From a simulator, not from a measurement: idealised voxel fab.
Process module name: voxel capacitor over wiring
295 nm wide, 5 nm square cells: that's cross-section cut.
Cross-section spec: square-cell grid; bands listed top down; each band is one or more rows.
Look at the band entry: it leads with the top's height and the bottom's height in nm. Then it lists the materials left to right, with a width in nm for each. The word "edge to edge" on a single material says that material fills the band edge to edge. The word "empty" is empty space.
We count height from 0. Below that, the starting wafer is all one material. The lowest band never ends at the bottom but goes on down; see "0 nm and below" for how that is written.
Width: "30..40" (first number = top row, second number = bottom row, same change from row to row of cells).
Any step labelled "stayed the same" changed none of the cells in the cross-section.
"Sealed cavities": sealed empty spaces, 8 cells or more, no open way to top, listed width x height at distance, with distance from the left edge and width, height and distance in nm.
What comes after the settings on a step's line is commentary from the simulator itself on that step.
On any step carrying a mask, the "overlay nm" setting, if present on the step's line, tells how far right of its planned place the mask lay; negative values point to the left.

THE FOLLOWING LIST GIVES THE PLANNED PROCESS STEPS
1) RECEIVE, material Si
2) CONFORMAL_DEP, material SiO2, thk nm 10
3) CONFORMAL_DEP, material SiN, thk nm 5
4) DIRECTIONAL_DEP, material lowk, thk nm 25
5) MASKED_ETCH, tone open, mask id METAL_1, width nm 20, pitch nm 85, etch materials lowk, depth nm 25, overlay nm 0
6) MASKED_ETCH, tone open, mask id METAL_1, width nm 20, pitch nm 85, etch materials SiN, depth nm 5, overlay nm 0
7) CONFORMAL_DEP, material TiN, thk nm 5
8) FILL_DEP, material Cu, thk nm 5
9) CMP, height nm 40
10) CONFORMAL_DEP, material SiCN, thk nm 5
11) DIRECTIONAL_DEP, material lowk, thk nm 10
12) MASKED_ETCH, tone open, mask id PLUG_1, width nm 15, etch materials lowk, depth nm 10, overlay nm 0
13) MASKED_ETCH, tone open, mask id PLUG_1, width nm 15, etch materials SiCN, depth nm 5, overlay nm 0
14) EPI, material Ru, thk nm 10
15) EPI, material Ru, thk nm 5
16) DIRECTIONAL_DEP, material TiN, thk nm 10
17) DIRECTIONAL_DEP, material SiN, thk nm 5
18) DIRECTIONAL_DEP, material TiN, thk nm 5
19) DIRECTIONAL_DEP, material aC, thk nm 15
20) PATTERN, tone cover, mask id UPPER_PLATE, material resist, width nm 70, thk nm 30, overlay nm 0
21) DIRECTIONAL_ETCH, etch materials aC, depth nm 15
22) STRIP, etch materials resist
23) DIRECTIONAL_ETCH, etch materials TiN, depth nm 5
24) DIRECTIONAL_ETCH, etch materials SiN, depth nm 5
25) STRIP, etch materials aC
26) DIRECTIONAL_DEP, material aC, thk nm 15
27) PATTERN, tone cover, mask id LOWER_PLATE, material resist, width nm 80, thk nm 30, overlay nm 0
28) DIRECTIONAL_ETCH, etch materials aC, depth nm 15
29) STRIP, etch materials resist
30) DIRECTIONAL_ETCH, etch materials TiN, depth nm 10
31) STRIP, etch materials aC
32) FILL_DEP, material SiO2, thk nm 15
33) CMP, height nm 85
34) PATTERN, tone open, mask id PLUG_2, material resist, width nm 15, thk nm 15, overlay nm 0
35) DIRECTIONAL_ETCH, etch materials SiO2, depth nm 10
36) STRIP, etch materials resist
37) CONFORMAL_DEP, material TiN, thk nm 5
38) FILL_DEP, material W, thk nm 5
39) CMP, height nm 85
40) CONFORMAL_DEP, material SiCN, thk nm 5

BELOW: THE FIRST OF TWO WAFERS, RUN AS PLANNED

CROSS-SECTION OF THE WAFER AS IT CAME TO US, I.E., ALREADY THROUGH STEP 1
  0 nm and below  Si edge to edge
  Sealed cavities: none

WAFER AFTER STEP 2 (CROSS-SECTION)
  10 nm to 0 nm  SiO2 edge to edge
  Anything lower than 0 is untouched.

WAFER AFTER STEP 3 (CROSS-SECTION)
  15 nm to 10 nm  SiN edge to edge
  Anything lower than 10 is untouched.

WAFER AFTER STEP 4 (CROSS-SECTION)
  40 nm to 15 nm  lowk edge to edge
  Anything lower than 15 is untouched.

WAFER AFTER STEP 5 (CROSS-SECTION)
  40 nm to 15 nm  lowk 95 / empty 20 / lowk 65 / empty 20 / lowk 95
  Anything lower than 15 is untouched.

WAFER AFTER STEP 6 (CROSS-SECTION)
  40 nm to 15 nm  lowk 95 / empty 20 / lowk 65 / empty 20 / lowk 95
  15 nm to 10 nm  SiN 95 / empty 20 / SiN 65 / empty 20 / SiN 95
  Anything lower than 10 is untouched.

WAFER AFTER STEP 7 (CROSS-SECTION)
  45 nm to 40 nm  TiN 100 / empty 10 / TiN 75 / empty 10 / TiN 100
  40 nm to 15 nm  lowk 95 / TiN 5 / empty 10 / TiN 5 / lowk 65 / TiN 5 / empty 10 / TiN 5 / lowk 95
  15 nm to 10 nm  SiN 95 / TiN 20 / SiN 65 / TiN 20 / SiN 95
  Anything lower than 10 is untouched.

WAFER AFTER STEP 8 (CROSS-SECTION)
  50 nm to 45 nm  Cu edge to edge
  45 nm to 40 nm  TiN 100 / Cu 10 / TiN 75 / Cu 10 / TiN 100
  40 nm to 15 nm  lowk 95 / TiN 5 / Cu 10 / TiN 5 / lowk 65 / TiN 5 / Cu 10 / TiN 5 / lowk 95
  Anything lower than 15 is untouched.

WAFER AFTER STEP 9 (CROSS-SECTION)
  40 nm to 15 nm  lowk 95 / TiN 5 / Cu 10 / TiN 5 / lowk 65 / TiN 5 / Cu 10 / TiN 5 / lowk 95
  Anything lower than 15 is untouched.

WAFER AFTER STEP 10 (CROSS-SECTION)
  45 nm to 40 nm  SiCN edge to edge
  Anything lower than 40 is untouched.

WAFER AFTER STEP 11 (CROSS-SECTION)
  55 nm to 45 nm  lowk edge to edge
  Anything lower than 45 is untouched.

WAFER AFTER STEP 12 (CROSS-SECTION)
  55 nm to 45 nm  lowk 100 / empty 15 / lowk 180
  Anything lower than 45 is untouched.

WAFER AFTER STEP 13 (CROSS-SECTION)
  55 nm to 45 nm  lowk 100 / empty 15 / lowk 180
  45 nm to 40 nm  SiCN 100 / empty 15 / SiCN 180
  Anything lower than 40 is untouched.

WAFER AFTER STEP 14 (CROSS-SECTION)
  55 nm to 50 nm  lowk 100 / empty 15 / lowk 180
  50 nm to 45 nm  lowk 100 / Ru 15 / lowk 180
  45 nm to 40 nm  SiCN 100 / Ru 15 / SiCN 180
  Anything lower than 40 is untouched.

WAFER AFTER STEP 15 (CROSS-SECTION)
  55 nm to 45 nm  lowk 100 / Ru 15 / lowk 180
  Anything lower than 45 is untouched.

WAFER AFTER STEP 16 (CROSS-SECTION)
  65 nm to 55 nm  TiN edge to edge
  Anything lower than 55 is untouched.

WAFER AFTER STEP 17 (CROSS-SECTION)
  70 nm to 65 nm  SiN edge to edge
  Anything lower than 65 is untouched.

WAFER AFTER STEP 18 (CROSS-SECTION)
  75 nm to 70 nm  TiN edge to edge
  Anything lower than 70 is untouched.

WAFER AFTER STEP 19 (CROSS-SECTION)
  90 nm to 75 nm  aC edge to edge
  Anything lower than 75 is untouched.

WAFER AFTER STEP 20 (CROSS-SECTION)
  120 nm to 90 nm  empty 100 / resist 70 / empty 125
  Anything lower than 90 is untouched.

WAFER AFTER STEP 21 (CROSS-SECTION)
  105 nm to 90 nm  empty 100 / resist 70 / empty 125
  90 nm to 75 nm  empty 100 / aC 70 / empty 125
  Anything lower than 75 is untouched.

WAFER AFTER STEP 22 (CROSS-SECTION)
  90 nm to 75 nm  empty 100 / aC 70 / empty 125
  Anything lower than 75 is untouched.

WAFER AFTER STEP 23 (CROSS-SECTION)
  90 nm to 75 nm  empty 100 / aC 70 / empty 125
  75 nm to 70 nm  empty 100 / TiN 70 / empty 125
  Anything lower than 70 is untouched.

WAFER AFTER STEP 24 (CROSS-SECTION)
  90 nm to 75 nm  empty 100 / aC 70 / empty 125
  75 nm to 70 nm  empty 100 / TiN 70 / empty 125
  70 nm to 65 nm  empty 100 / SiN 70 / empty 125
  Anything lower than 65 is untouched.

WAFER AFTER STEP 25 (CROSS-SECTION)
  75 nm to 70 nm  empty 100 / TiN 70 / empty 125
  Anything lower than 70 is untouched.

WAFER AFTER STEP 26 (CROSS-SECTION)
  90 nm to 80 nm  empty 100 / aC 70 / empty 125
  80 nm to 75 nm  aC edge to edge
  75 nm to 70 nm  aC 100 / TiN 70 / aC 125
  70 nm to 65 nm  aC 100 / SiN 70 / aC 125
  Anything lower than 65 is untouched.

WAFER AFTER STEP 27 (CROSS-SECTION)
  120 nm to 90 nm  empty 95 / resist 80 / empty 120
  90 nm to 80 nm  empty 95 / resist 5 / aC 70 / resist 5 / empty 120
  Anything lower than 80 is untouched.

WAFER AFTER STEP 28 (CROSS-SECTION)
  105 nm to 90 nm  empty 95 / resist 80 / empty 120
  90 nm to 80 nm  empty 95 / resist 5 / aC 70 / resist 5 / empty 120
  80 nm to 75 nm  empty 95 / aC 80 / empty 120
  75 nm to 70 nm  empty 95 / aC 5 / TiN 70 / aC 5 / empty 120
  70 nm to 65 nm  empty 95 / aC 5 / SiN 70 / aC 5 / empty 120
  Anything lower than 65 is untouched.

WAFER AFTER STEP 29 (CROSS-SECTION)
  90 nm to 80 nm  empty 100 / aC 70 / empty 125
  Anything lower than 80 is untouched.

WAFER AFTER STEP 30 (CROSS-SECTION)
  90 nm to 80 nm  empty 100 / aC 70 / empty 125
  80 nm to 75 nm  empty 95 / aC 80 / empty 120
  75 nm to 70 nm  empty 95 / aC 5 / TiN 70 / aC 5 / empty 120
  70 nm to 65 nm  empty 95 / aC 5 / SiN 70 / aC 5 / empty 120
  65 nm to 55 nm  empty 95 / TiN 80 / empty 120
  Anything lower than 55 is untouched.

WAFER AFTER STEP 31 (CROSS-SECTION)
  75 nm to 70 nm  empty 100 / TiN 70 / empty 125
  70 nm to 65 nm  empty 100 / SiN 70 / empty 125
  Anything lower than 65 is untouched.

WAFER AFTER STEP 32 (CROSS-SECTION)
  90 nm to 75 nm  SiO2 edge to edge
  75 nm to 70 nm  SiO2 100 / TiN 70 / SiO2 125
  70 nm to 65 nm  SiO2 100 / SiN 70 / SiO2 125
  65 nm to 55 nm  SiO2 95 / TiN 80 / SiO2 120
  Anything lower than 55 is untouched.

WAFER AFTER STEP 33 (CROSS-SECTION)
  85 nm to 75 nm  SiO2 edge to edge
  Anything lower than 75 is untouched.

WAFER AFTER STEP 34 (CROSS-SECTION)
  100 nm to 85 nm  resist 110 / empty 15 / resist 170
  Anything lower than 85 is untouched.

WAFER AFTER STEP 35 (CROSS-SECTION)
  100 nm to 85 nm  resist 110 / empty 15 / resist 170
  85 nm to 75 nm  SiO2 110 / empty 15 / SiO2 170
  Anything lower than 75 is untouched.

WAFER AFTER STEP 36 (CROSS-SECTION)
  85 nm to 75 nm  SiO2 110 / empty 15 / SiO2 170
  Anything lower than 75 is untouched.

WAFER AFTER STEP 37 (CROSS-SECTION)
  90 nm to 85 nm  TiN 115 / empty 5 / TiN 175
  85 nm to 80 nm  SiO2 110 / TiN 5 / empty 5 / TiN 5 / SiO2 170
  80 nm to 70 nm  SiO2 110..100 / TiN 15..70 / SiO2 170..125
  Anything lower than 70 is untouched.

WAFER AFTER STEP 38 (CROSS-SECTION)
  95 nm to 90 nm  W edge to edge
  90 nm to 85 nm  TiN 115 / W 5 / TiN 175
  85 nm to 80 nm  SiO2 110 / TiN 5 / W 5 / TiN 5 / SiO2 170
  Anything lower than 80 is untouched.

WAFER AFTER STEP 39 (CROSS-SECTION)
  85 nm to 80 nm  SiO2 110 / TiN 5 / W 5 / TiN 5 / SiO2 170
  Anything lower than 80 is untouched.

WAFER AFTER STEP 40 (CROSS-SECTION)
  90 nm to 85 nm  SiCN edge to edge
  Anything lower than 85 is untouched.

FOR THE SECOND WAFER, TAKE THE FIRST WAFER'S START AND PLAN, THEN ADD ONE MISTAKE MADE IN RUNNING IT; EVERYTHING THROUGH STEP 1, THAT STEP INCLUDED, IS SHARED WITH THE FIRST

THE SECOND WAFER IN CROSS-SECTION, AT THE PLANNED CLOSE OF STEP 2
  5 nm to 0 nm  SiO2 edge to edge
  Anything lower than 0 is untouched.

THE SECOND WAFER IN CROSS-SECTION, AT THE PLANNED CLOSE OF STEP 3
  10 nm to 5 nm  SiN edge to edge
  Anything lower than 5 is untouched.

THE SECOND WAFER IN CROSS-SECTION, AT THE PLANNED CLOSE OF STEP 4
  35 nm to 10 nm  lowk edge to edge
  Anything lower than 10 is untouched.

THE SECOND WAFER IN CROSS-SECTION, AT THE PLANNED CLOSE OF STEP 5
  35 nm to 10 nm  lowk 95 / empty 20 / lowk 65 / empty 20 / lowk 95
  Anything lower than 10 is untouched.

THE SECOND WAFER IN CROSS-SECTION, AT THE PLANNED CLOSE OF STEP 6
  35 nm to 10 nm  lowk 95 / empty 20 / lowk 65 / empty 20 / lowk 95
  10 nm to 5 nm  SiN 95 / empty 20 / SiN 65 / empty 20 / SiN 95
  Anything lower than 5 is untouched.

THE SECOND WAFER IN CROSS-SECTION, AT THE PLANNED CLOSE OF STEP 7
  40 nm to 35 nm  TiN 100 / empty 10 / TiN 75 / empty 10 / TiN 100
  35 nm to 10 nm  lowk 95 / TiN 5 / empty 10 / TiN 5 / lowk 65 / TiN 5 / empty 10 / TiN 5 / lowk 95
  10 nm to 5 nm  SiN 95 / TiN 20 / SiN 65 / TiN 20 / SiN 95
  Anything lower than 5 is untouched.

THE SECOND WAFER IN CROSS-SECTION, AT THE PLANNED CLOSE OF STEP 8
  45 nm to 40 nm  Cu edge to edge
  40 nm to 35 nm  TiN 100 / Cu 10 / TiN 75 / Cu 10 / TiN 100
  35 nm to 10 nm  lowk 95 / TiN 5 / Cu 10 / TiN 5 / lowk 65 / TiN 5 / Cu 10 / TiN 5 / lowk 95
  Anything lower than 10 is untouched.

THE SECOND WAFER IN CROSS-SECTION, AT THE PLANNED CLOSE OF STEP 9
  40 nm to 35 nm  TiN 100 / Cu 10 / TiN 75 / Cu 10 / TiN 100
  Anything lower than 35 is untouched.

THE SECOND WAFER IN CROSS-SECTION, AT THE PLANNED CLOSE OF STEP 10
  45 nm to 40 nm  SiCN edge to edge
  Anything lower than 40 is untouched.

THE SECOND WAFER IN CROSS-SECTION, AT THE PLANNED CLOSE OF STEP 11
  55 nm to 45 nm  lowk edge to edge
  Anything lower than 45 is untouched.

THE SECOND WAFER IN CROSS-SECTION, AT THE PLANNED CLOSE OF STEP 12
  55 nm to 45 nm  lowk 100 / empty 15 / lowk 180
  Anything lower than 45 is untouched.

THE SECOND WAFER IN CROSS-SECTION, AT THE PLANNED CLOSE OF STEP 13
  55 nm to 45 nm  lowk 100 / empty 15 / lowk 180
  45 nm to 40 nm  SiCN 100 / empty 15 / SiCN 180
  Anything lower than 40 is untouched.

THE SECOND WAFER IN CROSS-SECTION, AT THE PLANNED CLOSE OF STEP 14
  55 nm to 50 nm  lowk 100 / empty 15 / lowk 180
  50 nm to 45 nm  lowk 100 / Ru 15 / lowk 180
  45 nm to 40 nm  SiCN 100 / Ru 15 / SiCN 180
  Anything lower than 40 is untouched.

THE SECOND WAFER IN CROSS-SECTION, AT THE PLANNED CLOSE OF STEP 15
  55 nm to 45 nm  lowk 100 / Ru 15 / lowk 180
  Anything lower than 45 is untouched.

THE SECOND WAFER IN CROSS-SECTION, AT THE PLANNED CLOSE OF STEP 16
  65 nm to 55 nm  TiN edge to edge
  Anything lower than 55 is untouched.

THE SECOND WAFER IN CROSS-SECTION, AT THE PLANNED CLOSE OF STEP 17
  70 nm to 65 nm  SiN edge to edge
  Anything lower than 65 is untouched.

THE SECOND WAFER IN CROSS-SECTION, AT THE PLANNED CLOSE OF STEP 18
  75 nm to 70 nm  TiN edge to edge
  Anything lower than 70 is untouched.

THE SECOND WAFER IN CROSS-SECTION, AT THE PLANNED CLOSE OF STEP 19
  90 nm to 75 nm  aC edge to edge
  Anything lower than 75 is untouched.

THE SECOND WAFER IN CROSS-SECTION, AT THE PLANNED CLOSE OF STEP 20
  120 nm to 90 nm  empty 100 / resist 70 / empty 125
  Anything lower than 90 is untouched.

THE SECOND WAFER IN CROSS-SECTION, AT THE PLANNED CLOSE OF STEP 21
  105 nm to 90 nm  empty 100 / resist 70 / empty 125
  90 nm to 75 nm  empty 100 / aC 70 / empty 125
  Anything lower than 75 is untouched.

THE SECOND WAFER IN CROSS-SECTION, AT THE PLANNED CLOSE OF STEP 22
  90 nm to 75 nm  empty 100 / aC 70 / empty 125
  Anything lower than 75 is untouched.

THE SECOND WAFER IN CROSS-SECTION, AT THE PLANNED CLOSE OF STEP 23
  90 nm to 75 nm  empty 100 / aC 70 / empty 125
  75 nm to 70 nm  empty 100 / TiN 70 / empty 125
  Anything lower than 70 is untouched.

THE SECOND WAFER IN CROSS-SECTION, AT THE PLANNED CLOSE OF STEP 24
  90 nm to 75 nm  empty 100 / aC 70 / empty 125
  75 nm to 70 nm  empty 100 / TiN 70 / empty 125
  70 nm to 65 nm  empty 100 / SiN 70 / empty 125
  Anything lower than 65 is untouched.

THE SECOND WAFER IN CROSS-SECTION, AT THE PLANNED CLOSE OF STEP 25
  75 nm to 70 nm  empty 100 / TiN 70 / empty 125
  Anything lower than 70 is untouched.

THE SECOND WAFER IN CROSS-SECTION, AT THE PLANNED CLOSE OF STEP 26
  90 nm to 80 nm  empty 100 / aC 70 / empty 125
  80 nm to 75 nm  aC edge to edge
  75 nm to 70 nm  aC 100 / TiN 70 / aC 125
  70 nm to 65 nm  aC 100 / SiN 70 / aC 125
  Anything lower than 65 is untouched.

THE SECOND WAFER IN CROSS-SECTION, AT THE PLANNED CLOSE OF STEP 27
  120 nm to 90 nm  empty 95 / resist 80 / empty 120
  90 nm to 80 nm  empty 95 / resist 5 / aC 70 / resist 5 / empty 120
  Anything lower than 80 is untouched.

THE SECOND WAFER IN CROSS-SECTION, AT THE PLANNED CLOSE OF STEP 28
  105 nm to 90 nm  empty 95 / resist 80 / empty 120
  90 nm to 80 nm  empty 95 / resist 5 / aC 70 / resist 5 / empty 120
  80 nm to 75 nm  empty 95 / aC 80 / empty 120
  75 nm to 70 nm  empty 95 / aC 5 / TiN 70 / aC 5 / empty 120
  70 nm to 65 nm  empty 95 / aC 5 / SiN 70 / aC 5 / empty 120
  Anything lower than 65 is untouched.

THE SECOND WAFER IN CROSS-SECTION, AT THE PLANNED CLOSE OF STEP 29
  90 nm to 80 nm  empty 100 / aC 70 / empty 125
  Anything lower than 80 is untouched.

THE SECOND WAFER IN CROSS-SECTION, AT THE PLANNED CLOSE OF STEP 30
  90 nm to 80 nm  empty 100 / aC 70 / empty 125
  80 nm to 75 nm  empty 95 / aC 80 / empty 120
  75 nm to 70 nm  empty 95 / aC 5 / TiN 70 / aC 5 / empty 120
  70 nm to 65 nm  empty 95 / aC 5 / SiN 70 / aC 5 / empty 120
  65 nm to 55 nm  empty 95 / TiN 80 / empty 120
  Anything lower than 55 is untouched.

THE SECOND WAFER IN CROSS-SECTION, AT THE PLANNED CLOSE OF STEP 31
  75 nm to 70 nm  empty 100 / TiN 70 / empty 125
  70 nm to 65 nm  empty 100 / SiN 70 / empty 125
  Anything lower than 65 is untouched.

THE SECOND WAFER IN CROSS-SECTION, AT THE PLANNED CLOSE OF STEP 32
  90 nm to 75 nm  SiO2 edge to edge
  75 nm to 70 nm  SiO2 100 / TiN 70 / SiO2 125
  70 nm to 65 nm  SiO2 100 / SiN 70 / SiO2 125
  65 nm to 55 nm  SiO2 95 / TiN 80 / SiO2 120
  Anything lower than 55 is untouched.

THE SECOND WAFER IN CROSS-SECTION, AT THE PLANNED CLOSE OF STEP 33
  85 nm to 75 nm  SiO2 edge to edge
  Anything lower than 75 is untouched.

THE SECOND WAFER IN CROSS-SECTION, AT THE PLANNED CLOSE OF STEP 34
  100 nm to 85 nm  resist 110 / empty 15 / resist 170
  Anything lower than 85 is untouched.

THE SECOND WAFER IN CROSS-SECTION, AT THE PLANNED CLOSE OF STEP 35
  100 nm to 85 nm  resist 110 / empty 15 / resist 170
  85 nm to 75 nm  SiO2 110 / empty 15 / SiO2 170
  Anything lower than 75 is untouched.

THE SECOND WAFER IN CROSS-SECTION, AT THE PLANNED CLOSE OF STEP 36
  85 nm to 75 nm  SiO2 110 / empty 15 / SiO2 170
  Anything lower than 75 is untouched.

THE SECOND WAFER IN CROSS-SECTION, AT THE PLANNED CLOSE OF STEP 37
  90 nm to 85 nm  TiN 115 / empty 5 / TiN 175
  85 nm to 80 nm  SiO2 110 / TiN 5 / empty 5 / TiN 5 / SiO2 170
  80 nm to 70 nm  SiO2 110..100 / TiN 15..70 / SiO2 170..125
  Anything lower than 70 is untouched.

THE SECOND WAFER IN CROSS-SECTION, AT THE PLANNED CLOSE OF STEP 38
  95 nm to 90 nm  W edge to edge
  90 nm to 85 nm  TiN 115 / W 5 / TiN 175
  85 nm to 80 nm  SiO2 110 / TiN 5 / W 5 / TiN 5 / SiO2 170
  Anything lower than 80 is untouched.

THE SECOND WAFER IN CROSS-SECTION, AT THE PLANNED CLOSE OF STEP 39
  85 nm to 80 nm  SiO2 110 / TiN 5 / W 5 / TiN 5 / SiO2 170
  Anything lower than 80 is untouched.

THE SECOND WAFER IN CROSS-SECTION, AT THE PLANNED CLOSE OF STEP 40
  90 nm to 85 nm  SiCN edge to edge
  Anything lower than 85 is untouched.
Heads up, the wafer didn't run the way we planned it: off-plan run, step 2, actual operation and settings CONFORMAL_DEP, material SiO2, thk nm 5
At the finish, the second wafer shows more or fewer cells for some materials than the first does: Cu +4, SiO2 -59, TiN +55
